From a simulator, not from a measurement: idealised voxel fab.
Process module heading - voxel lift off
Pictured: cross-section cut, 295 nm wide, on a grid of 5 nm square cells.
Cross-section = grid of square cells, listed top down in bands; band = one or more rows. Top height, bottom height, nm. Materials left to right, width each, nm. Single material + "throughout" = fills band edge to edge. "empty" = empty. Note: height 0 marks the level under which the wafer is uniformly one material as received. Lowest band unbounded below, written "from 0 down". A width given as "30 to 40" starts at the first number in the band's top row and ends at the second number in its bottom row, shifting by an equal amount at every step from row to row. "nothing was modified" (step): cross-section cells unchanged, all of them. Reported under the label "Closed void register" are the empty spaces having no open way to the top and comprising 8 cells or more; the notation for each is width x height at distance, in which the distance is measured from the left edge and all three values are in nm. Post-settings text on a step line: simulator's own remark regarding the step. overlay nm: right-of-plan distance of the mask on a masked step; negative values mean left-of-plan.

**The planned process steps are enumerated hereunder**
1) op RECEIVE | material Si
2) op CONFORMAL_DEP | material Al2O3 | thk nm 5
3) op PATTERN | tone open | mask id LINES | material resist | width nm 30 | pitch nm 50 | thk nm 30 | overlay nm 0
4) op DIRECTIONAL_DEP | material Ru | thk nm 15
5) op STRIP | etch materials resist
6) op CONFORMAL_DEP | material SiCN | thk nm 5

**Incoming wafer in cross-section (state: after step 1)**
* from 0 down | Si throughout
* Closed void register: none

**Result of the module, cross-sectioned: start per above, plan per above, one error in how it was run**
* from 25 to 20 | empty (90), then SiCN (40), then empty (10), then SiCN (40), then empty (115)
* from 20 to 10 | empty (90), then SiCN (5), then Ru (30), then SiCN (5), then empty (10), then SiCN (5), then Ru (30), then SiCN (5), then empty (115)
* from 10 to 5 | SiCN (95), then Ru (30), then SiCN (20), then Ru (30), then SiCN (120)
* from 5 to 0 | Al2O3 throughout
* from 0 down | Si throughout
* Closed void register: none
What was the processing mistake? step 3 ran differently from the plan; actual operation with settings: op PATTERN | tone open | mask id LINES | material resist | width nm 30 | pitch nm 50 | thk nm 30 | overlay nm -10
